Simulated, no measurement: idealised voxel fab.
This section sets out a process module, namely voxel wiring stack.
The figure presents cross-section cut, which has a width of 270 nm and is divided into square cells with an edge length of 5 nm.
Notation: cross-section as square-cell grid; stated in bands, top first, going down; one or more cell rows per band.
Top, bottom (nm), then materials left to right with widths (nm); lone material tagged "all across" fills the whole band edge to edge; "blank" = empty space.
Heights from 0 (as-received wafer is one material below). Bottom band endless downward, as "from 0 down".
Width: "30 to 40" (first number = top row, second number = bottom row, same change from row to row of cells).
"remains unaltered" for a step: no cell of the cross-section changed in that step.
Enclosed voids (no open way to top), threshold 8 cells or more, entry "Enclosed empty spaces", notation width x height at distance, distance from left edge, nm.
It should be noted that, on the line of a given step, the content following the step's settings is a remark produced by the simulator itself with respect to that step.
overlay nm: right-of-plan distance of the mask on a masked step; negative values mean left-of-plan.

[plan]
1: RECEIVE [material Si]
2: CONFORMAL_DEP [material SiO2] [thk nm 10]
3: DIRECTIONAL_DEP [material TiN] [thk nm 5]
4: DIRECTIONAL_DEP [material W] [thk nm 20]
5: MASKED_ETCH [tone cover] [mask id METAL_1] [width nm 25] [pitch nm 55] [etch materials W] [depth nm 20] [overlay nm 0]
6: MASKED_ETCH [tone cover] [mask id METAL_1] [width nm 25] [pitch nm 55] [etch materials TiN] [depth nm 5] [overlay nm 0]
7: CONFORMAL_DEP [material SiCN] [thk nm 5]
8: FILL_DEP [material SiO2] [thk nm 5]
9: CMP [height nm 35]
10: CONFORMAL_DEP [material SiCN] [thk nm 5]
11: DIRECTIONAL_DEP [material lowk] [thk nm 15]
12: DIRECTIONAL_DEP [material aC] [thk nm 15]
13: PATTERN [tone open] [mask id PLUG_1] [material resist] [width nm 15] [pitch nm 55] [thk nm 30] [overlay nm 0]
14: DIRECTIONAL_ETCH [etch materials aC] [depth nm 15]
15: STRIP [etch materials resist]
16: DIRECTIONAL_ETCH [etch materials lowk] [depth nm 15]
17: DIRECTIONAL_ETCH [etch materials SiCN] [depth nm 5]
18: STRIP [etch materials aC]
19: CONFORMAL_DEP [material TiN] [thk nm 5]
20: FILL_DEP [material Cu] [thk nm 10]
21: CMP [height nm 55]
22: DIRECTIONAL_DEP [material TiN] [thk nm 5]
23: DIRECTIONAL_DEP [material Ru] [thk nm 20]
24: DIRECTIONAL_DEP [material aC] [thk nm 15]
25: PATTERN [tone cover] [mask id METAL_2] [material resist] [width nm 25] [pitch nm 55] [thk nm 35] [overlay nm 0]
26: DIRECTIONAL_ETCH [etch materials aC] [depth nm 15]
27: STRIP [etch materials resist]
28: DIRECTIONAL_ETCH [etch materials Ru] [depth nm 20]
29: DIRECTIONAL_ETCH [etch materials TiN] [depth nm 5]
30: STRIP [etch materials aC]
31: FILL_DEP [material SiO2] [thk nm 5]
32: CMP [height nm 80]
33: CONFORMAL_DEP [material SiCN] [thk nm 5]
34: DIRECTIONAL_DEP [material lowk] [thk nm 30]
35: PATTERN [tone open] [mask id METAL_3] [material resist] [width nm 25] [pitch nm 55] [thk nm 20] [overlay nm 0]
36: DIRECTIONAL_ETCH [etch materials lowk] [depth nm 15]
37: STRIP [etch materials resist]
38: DIRECTIONAL_DEP [material aC] [thk nm 15]
39: PATTERN [tone open] [mask id METAL_3_HOLES] [material resist] [width nm 15] [thk nm 35] [overlay nm 0]
40: DIRECTIONAL_ETCH [etch materials aC] [depth nm 15]
41: STRIP [etch materials resist]
42: DIRECTIONAL_ETCH [etch materials lowk] [depth nm 15]
43: DIRECTIONAL_ETCH [etch materials SiCN] [depth nm 5]
44: STRIP [etch materials aC]
45: CONFORMAL_DEP [material TiN] [thk nm 5]
46: FILL_DEP [material Cu] [thk nm 10]
47: CMP [height nm 115]
48: CONFORMAL_DEP [material SiN] [thk nm 5]

[Cross-section: wafer on arrival = after step 1]
from 0 down  Si all across
Enclosed empty spaces: none

[End state of the module in cross-section, given the above starting point and plan and one mistake in execution]
from 120 to 115  SiN all across
from 115 to 105  95 nm lowk; 5 nm TiN; 15 nm Cu; 5 nm TiN; 30 nm lowk; 5 nm TiN; 15 nm Cu; 5 nm TiN; 95 nm lowk
from 105 to 100  95 nm lowk; 5 nm TiN; 5 nm Cu; 15 nm TiN; 30 nm lowk; 25 nm TiN; 95 nm lowk
from 100 to 85  95 nm lowk; 5 nm TiN; 5 nm Cu; 5 nm TiN; 160 nm lowk
from 85 to 80  95 nm SiCN; 15 nm TiN; 160 nm SiCN
from 80 to 60  95 nm SiO2; 25 nm Ru; 30 nm SiO2; 25 nm Ru; 95 nm SiO2
from 60 to 55  95 nm SiO2; 25 nm TiN; 30 nm SiO2; 25 nm TiN; 95 nm SiO2
from 55 to 40  95 nm lowk; 5 nm TiN; 5 nm Cu; 5 nm TiN; 40 nm lowk; 5 nm TiN; 5 nm Cu; 5 nm TiN; 105 nm lowk
from 40 to 30  95 nm SiCN; 15 to 25 nm TiN; 40 to 30 nm SiCN; 15 to 25 nm TiN; 105 to 95 nm SiCN
from 30 to 10  W all across
from 10 to 0  SiO2 all across
from 0 down  Si all across
Enclosed empty spaces: none
Error vs. plan: contrary to the plan, steps 3 and 4 were processed in exchanged order
